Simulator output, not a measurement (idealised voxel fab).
Documented hereafter: the process module known as voxel self aligned vias.
It is cross-section cut that appears here, measuring 195 nm in width, its square cells being 5 nm in size.
Cross-sections here: square-cell grids, written as top-down lists of bands, a band being one or more rows of cells.
Each band's line starts with the height of the band's top and of its bottom, in nm. Then come its materials from left to right, each with its width in nm. One material with "throughout" fills the band from edge to edge. "blank" is empty space.
It should be noted that heights are counted from 0, beneath which the wafer as supplied is of one material throughout, and that the lowest band possesses no lower boundary but continues downward, as written in "0 and below".
When a width is written as two numbers, as in "30->40", the first number is the width in the top row of cells of the band and the second is the width in its bottom row, and the width changes by the same amount from each row to the next.
Given "changes: none" for a step, no cell of the cross-section differs between before and after that step.
The entry "Sealed internal cavities" lists the empty spaces that cover at least 8 cells and have no open path to the top. Each is written as width x height at distance, where the distance is measured from the left edge and all three values are in nm.
What comes after the settings on a step's line is commentary from the simulator itself on that step.
"overlay nm" denotes, for a step that has a mask, the displacement of the mask to the right of its planned place, with negative values corresponding to the left.

# Steps in the process plan
| 1 | RECEIVE,material Si |
| 2 | CONFORMAL_DEP,material SiO2,thk nm 15 |
| 3 | CONFORMAL_DEP,material SiCN,thk nm 5 |
| 4 | DIRECTIONAL_DEP,material SiO2,thk nm 25 |
| 5 | MASKED_ETCH,tone open,mask id LINES,width nm 25,pitch nm 65,etch materials SiO2,depth nm 25,overlay nm 0 |
| 6 | CONFORMAL_DEP,material TiN,thk nm 5 |
| 7 | FILL_DEP,material Ru,thk nm 10 |
| 8 | CMP,height nm 45 |
| 9 | SELECTIVE_ETCH,etch materials W Ru TiN,depth nm 5 |
| 10 | FILL_DEP,material SiN,thk nm 5 |
| 11 | CMP,height nm 45 |
| 12 | DIRECTIONAL_DEP,material SiO2,thk nm 15 |
| 13 | DIRECTIONAL_DEP,material aC,thk nm 10 |
| 14 | PATTERN,tone open,mask id VIAS,material resist,width nm 35,thk nm 30,overlay nm 0 |
| 15 | DIRECTIONAL_ETCH,etch materials aC,depth nm 10 |
| 16 | STRIP,etch materials resist |
| 17 | DIRECTIONAL_ETCH,etch materials SiO2,depth nm 15 |
| 18 | DIRECTIONAL_ETCH,etch materials SiN,depth nm 5 |
| 19 | STRIP,etch materials aC |
| 20 | CONFORMAL_DEP,material TiN,thk nm 5 |
| 21 | FILL_DEP,material Ru,thk nm 10 |
| 22 | CMP,height nm 60 |
| 23 | CONFORMAL_DEP,material SiN,thk nm 5 |

# as received, after step 1
	0 and below: Si throughout
	Sealed internal cavities: none

# Looking at the first of two wafers in cross-section at end of module - ran to plan
	65 down to 60: SiN throughout
	60 down to 50: SiO2=45, then TiN=5, then Ru=25, then TiN=5, then SiO2=115
	50 down to 45: SiO2=45, then TiN=10, then Ru=15, then TiN=10, then SiO2=115
	45 down to 40: SiO2=50, then TiN=25, then SiO2=40, then SiN=25, then SiO2=55
	40 down to 25: SiO2=50, then TiN=5, then Ru=15, then TiN=5, then SiO2=40, then TiN=5, then Ru=15, then TiN=5, then SiO2=55
	25 down to 20: SiO2=50, then TiN=25, then SiO2=40, then TiN=25, then SiO2=55
	20 down to 15: SiCN throughout
	15 down to 0: SiO2 throughout
	0 and below: Si throughout
	Sealed internal cavities: none

# Wafer two, sectioned after the module: the first wafer's start, the first wafer's plan, and one mistake in how it was run
	65 down to 60: SiN throughout
	60 down to 45: SiO2=50, then TiN=5, then Ru=15, then TiN=5, then SiO2=120
	45 down to 40: SiO2=50, then TiN=25, then SiO2=40, then SiN=25, then SiO2=55
	40 down to 25: SiO2=50, then TiN=5, then Ru=15, then TiN=5, then SiO2=40, then TiN=5, then Ru=15, then TiN=5, then SiO2=55
	25 down to 20: SiO2=50, then TiN=25, then SiO2=40, then TiN=25, then SiO2=55
	20 down to 15: SiCN throughout
	15 down to 0: SiO2 throughout
	0 and below: Si throughout
	Sealed internal cavities: none
What was done differently from what was planned? step 14 off recipe, ran as PATTERN,tone open,mask id VIAS,material resist,width nm 25,thk nm 30,overlay nm 0
Final comparison by cell count, materials where the second wafer has more or fewer than the first: Ru: 4 fewer | SiO2: 6 more | TiN: 2 fewer
